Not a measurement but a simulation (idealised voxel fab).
Process module under the name voxel self aligned contacts
Xsec cut, 260 nm wide, square cell size 5 nm.
If you're reading a cross-section in this doc, picture square cells in a grid; it comes to you as bands, top ones listed first down to the bottom, and a band can be one or more rows of cells.
Within each band entry, the heights of the top and of the bottom of the band appear first, in that order and in nm; the materials of the band then follow from left to right, each with its corresponding width in nm. The designation "all across" on a single material indicates that it fills the band from edge to edge; the designation "blank" indicates empty space.
Heights are reckoned from 0. Under this level, the received wafer is all of one material. The bottommost band is open-ended downward, for example "0..down".
Width spec "30 to 40" -> top row of cells at first value, bottom row at second value, equal per-row change in between.
Key: "no alteration" - step with no changed cell in the cross-section.
Entry "Closed cavity list" = empty spaces >= 8 cells with no open way to the top; each as width x height at distance, distance from left edge, all nm.
Whatever follows a step's settings on its line is a remark the simulator itself makes about that step.
When a step includes a mask, the "overlay nm" setting on its line states how far to the right of its planned place that mask lay, and negative values state how far to the left.

PROCESS STEPS (PLANNED)
1) RECEIVE: material Si
2) OXIDIZE: depth nm 5
3) DIRECTIONAL_DEP: material polySi, thk nm 30
4) DIRECTIONAL_DEP: material SiN, thk nm 15
5) MASKED_ETCH: tone cover, mask id GATE, width nm 25, pitch nm 60, etch materials SiN, depth nm 15, overlay nm 0
6) MASKED_ETCH: tone cover, mask id GATE, width nm 25, pitch nm 60, etch materials polySi, depth nm 30, overlay nm 0
7) CONFORMAL_DEP: material SiN, thk nm 5
8) DIRECTIONAL_ETCH: etch materials SiN, depth nm 5
9) FILL_DEP: material SiO2, thk nm 20
10) CMP: height nm 55
11) MASKED_ETCH: tone open, mask id CONTACT, width nm 45, etch materials SiO2, depth nm 60, overlay nm 0
12) CONFORMAL_DEP: material TiN, thk nm 5
13) FILL_DEP: material W, thk nm 10
14) CMP: height nm 55
15) CONFORMAL_DEP: material SiN, thk nm 5

FIRST OF TWO WAFERS: RUN AS PLANNED

CROSS-SECTION OF THE WAFER AS IT CAME TO US, I.E., ALREADY THROUGH STEP 1
	0..down  Si all across
	Closed cavity list: none

CROSS-SECTION OF THE WAFER SUBSEQUENT TO STEP 2
	0..-5  SiO2 all across
	At heights below -5, the structure remains unaltered.

CROSS-SECTION OF THE WAFER SUBSEQUENT TO STEP 3
	30..0  polySi all across
	At heights below 0, the structure remains unaltered.

CROSS-SECTION OF THE WAFER SUBSEQUENT TO STEP 4
	45..30  SiN all across
	At heights below 30, the structure remains unaltered.

CROSS-SECTION OF THE WAFER SUBSEQUENT TO STEP 5
	45..30  blank=85, then SiN=25, then blank=35, then SiN=25, then blank=90
	At heights below 30, the structure remains unaltered.

CROSS-SECTION OF THE WAFER SUBSEQUENT TO STEP 6
	45..30  blank=85, then SiN=25, then blank=35, then SiN=25, then blank=90
	30..0  blank=85, then polySi=25, then blank=35, then polySi=25, then blank=90
	At heights below 0, the structure remains unaltered.

CROSS-SECTION OF THE WAFER SUBSEQUENT TO STEP 7
	50..30  blank=80, then SiN=35, then blank=25, then SiN=35, then blank=85
	30..5  blank=80, then SiN=5, then polySi=25, then SiN=5, then blank=25, then SiN=5, then polySi=25, then SiN=5, then blank=85
	5..0  SiN=85, then polySi=25, then SiN=35, then polySi=25, then SiN=90
	At heights below 0, the structure remains unaltered.

CROSS-SECTION OF THE WAFER SUBSEQUENT TO STEP 8
	45..30  blank=80, then SiN=35, then blank=25, then SiN=35, then blank=85
	30..0  blank=80, then SiN=5, then polySi=25, then SiN=5, then blank=25, then SiN=5, then polySi=25, then SiN=5, then blank=85
	At heights below 0, the structure remains unaltered.

CROSS-SECTION OF THE WAFER SUBSEQUENT TO STEP 9
	65..45  SiO2 all across
	45..30  SiO2=80, then SiN=35, then SiO2=25, then SiN=35, then SiO2=85
	30..0  SiO2=80, then SiN=5, then polySi=25, then SiN=5, then SiO2=25, then SiN=5, then polySi=25, then SiN=5, then SiO2=85
	At heights below 0, the structure remains unaltered.

CROSS-SECTION OF THE WAFER SUBSEQUENT TO STEP 10
	55..45  SiO2 all across
	At heights below 45, the structure remains unaltered.

CROSS-SECTION OF THE WAFER SUBSEQUENT TO STEP 11
	55..45  SiO2=105, then blank=45, then SiO2=110
	45..30  SiO2=80, then SiN=35, then blank=25, then SiN=35, then SiO2=85
	30..0  SiO2=80, then SiN=5, then polySi=25, then SiN=5, then blank=25, then SiN=5, then polySi=25, then SiN=5, then SiO2=85
	0..-5  SiO2=115, then blank=25, then SiO2=120
	At heights below -5, the structure remains unaltered.

CROSS-SECTION OF THE WAFER SUBSEQUENT TO STEP 12
	60..55  TiN=110, then blank=35, then TiN=115
	55..45  SiO2=105, then TiN=5 to 15, then blank=35 to 15, then TiN=5 to 15, then SiO2=110
	45..30  SiO2=80, then SiN=35, then TiN=5, then blank=15, then TiN=5, then SiN=35, then SiO2=85
	30..0  SiO2=80, then SiN=5, then polySi=25, then SiN=5, then TiN=5, then blank=15, then TiN=5, then SiN=5, then polySi=25, then SiN=5, then SiO2=85
	0..-5  SiO2=115, then TiN=25, then SiO2=120
	At heights below -5, the structure remains unaltered.

CROSS-SECTION OF THE WAFER SUBSEQUENT TO STEP 13
	70..60  W all across
	60..55  TiN=110, then W=35, then TiN=115
	55..45  SiO2=105, then TiN=5 to 15, then W=35 to 15, then TiN=5 to 15, then SiO2=110
	45..30  SiO2=80, then SiN=35, then TiN=5, then W=15, then TiN=5, then SiN=35, then SiO2=85
	30..0  SiO2=80, then SiN=5, then polySi=25, then SiN=5, then TiN=5, then W=15, then TiN=5, then SiN=5, then polySi=25, then SiN=5, then SiO2=85
	At heights below 0, the structure remains unaltered.

CROSS-SECTION OF THE WAFER SUBSEQUENT TO STEP 14
	55..45  SiO2=105, then TiN=5 to 15, then W=35 to 15, then TiN=5 to 15, then SiO2=110
	At heights below 45, the structure remains unaltered.

CROSS-SECTION OF THE WAFER SUBSEQUENT TO STEP 15
	60..55  SiN all across
	At heights below 55, the structure remains unaltered.

THE SECOND WAFER: IDENTICAL TO THE FIRST AT THE OUTSET AND IN ITS PLANNED SEQUENCE, DIFFERING ONLY IN THAT ONE MISTAKE WAS MADE DURING PROCESSING; UP TO AND INCLUDING STEP 5, ITS PATH IS THE FIRST WAFER'S PATH

LOOK AT THE SECOND WAFER IN CROSS-SECTION AT THE TIME STEP 6 OUGHT TO HAVE FINISHED
	45..30  blank=85, then SiN=25, then blank=35, then SiN=25, then blank=90
	30..0  blank=80, then polySi=35, then blank=25, then polySi=35, then blank=85
	At heights below 0, the structure remains unaltered.

LOOK AT THE SECOND WAFER IN CROSS-SECTION AT THE TIME STEP 7 OUGHT TO HAVE FINISHED
	50..35  blank=80, then SiN=35, then blank=25, then SiN=35, then blank=85
	35..30  blank=75, then SiN=45, then blank=15, then SiN=45, then blank=80
	30..5  blank=75, then SiN=5, then polySi=35, then SiN=5, then blank=15, then SiN=5, then polySi=35, then SiN=5, then blank=80
	5..0  SiN=80, then polySi=35, then SiN=25, then polySi=35, then SiN=85
	At heights below 0, the structure remains unaltered.

LOOK AT THE SECOND WAFER IN CROSS-SECTION AT THE TIME STEP 8 OUGHT TO HAVE FINISHED
	45..30  blank=80, then SiN=35, then blank=25, then SiN=35, then blank=85
	30..0  blank=75, then SiN=5, then polySi=35, then SiN=5, then blank=15, then SiN=5, then polySi=35, then SiN=5, then blank=80
	At heights below 0, the structure remains unaltered.

LOOK AT THE SECOND WAFER IN CROSS-SECTION AT THE TIME STEP 9 OUGHT TO HAVE FINISHED
	65..45  SiO2 all across
	45..30  SiO2=80, then SiN=35, then SiO2=25, then SiN=35, then SiO2=85
	30..0  SiO2=75, then SiN=5, then polySi=35, then SiN=5, then SiO2=15, then SiN=5, then polySi=35, then SiN=5, then SiO2=80
	At heights below 0, the structure remains unaltered.

LOOK AT THE SECOND WAFER IN CROSS-SECTION AT THE TIME STEP 10 OUGHT TO HAVE FINISHED
	55..45  SiO2 all across
	At heights below 45, the structure remains unaltered.

LOOK AT THE SECOND WAFER IN CROSS-SECTION AT THE TIME STEP 11 OUGHT TO HAVE FINISHED
	55..45  SiO2=105, then blank=45, then SiO2=110
	45..30  SiO2=80, then SiN=35, then blank=25, then SiN=35, then SiO2=85
	30..0  SiO2=75, then SiN=5, then polySi=35, then SiN=5, then blank=15, then SiN=5, then polySi=35, then SiN=5, then SiO2=80
	0..-5  SiO2=120, then blank=15, then SiO2=125
	At heights below -5, the structure remains unaltered.

LOOK AT THE SECOND WAFER IN CROSS-SECTION AT THE TIME STEP 12 OUGHT TO HAVE FINISHED
	60..55  TiN=110, then blank=35, then TiN=115
	55..45  SiO2=105, then TiN=5 to 15, then blank=35 to 15, then TiN=5 to 15, then SiO2=110
	45..35  SiO2=80, then SiN=35, then TiN=5, then blank=15, then TiN=5, then SiN=35, then SiO2=85
	35..30  SiO2=80, then SiN=35, then TiN=10, then blank=5, then TiN=10, then SiN=35, then SiO2=85
	30..0  SiO2=75, then SiN=5, then polySi=35, then SiN=5, then TiN=5, then blank=5, then TiN=5, then SiN=5, then polySi=35, then SiN=5, then SiO2=80
	0..-5  SiO2=120, then TiN=15, then SiO2=125
	At heights below -5, the structure remains unaltered.

LOOK AT THE SECOND WAFER IN CROSS-SECTION AT THE TIME STEP 13 OUGHT TO HAVE FINISHED
	70..60  W all across
	60..55  TiN=110, then W=35, then TiN=115
	55..45  SiO2=105, then TiN=5 to 15, then W=35 to 15, then TiN=5 to 15, then SiO2=110
	45..35  SiO2=80, then SiN=35, then TiN=5, then W=15, then TiN=5, then SiN=35, then SiO2=85
	35..30  SiO2=80, then SiN=35, then TiN=10, then W=5, then TiN=10, then SiN=35, then SiO2=85
	30..0  SiO2=75, then SiN=5, then polySi=35, then SiN=5, then TiN=5, then W=5, then TiN=5, then SiN=5, then polySi=35, then SiN=5, then SiO2=80
	At heights below 0, the structure remains unaltered.

LOOK AT THE SECOND WAFER IN CROSS-SECTION AT THE TIME STEP 14 OUGHT TO HAVE FINISHED
	55..45  SiO2=105, then TiN=5 to 15, then W=35 to 15, then TiN=5 to 15, then SiO2=110
	At heights below 45, the structure remains unaltered.

LOOK AT THE SECOND WAFER IN CROSS-SECTION AT THE TIME STEP 15 OUGHT TO HAVE FINISHED
	60..55  SiN all across
	At heights below 55, the structure remains unaltered.
Diagnosis: step 6 off recipe, ran as MASKED_ETCH: tone cover, mask id GATE, width nm 35, pitch nm 60, etch materials polySi, depth nm 30, overlay nm 0
Final wafer comparison in cells, second versus first, more or fewer per material: -10 SiO2 | -14 W | +24 polySi
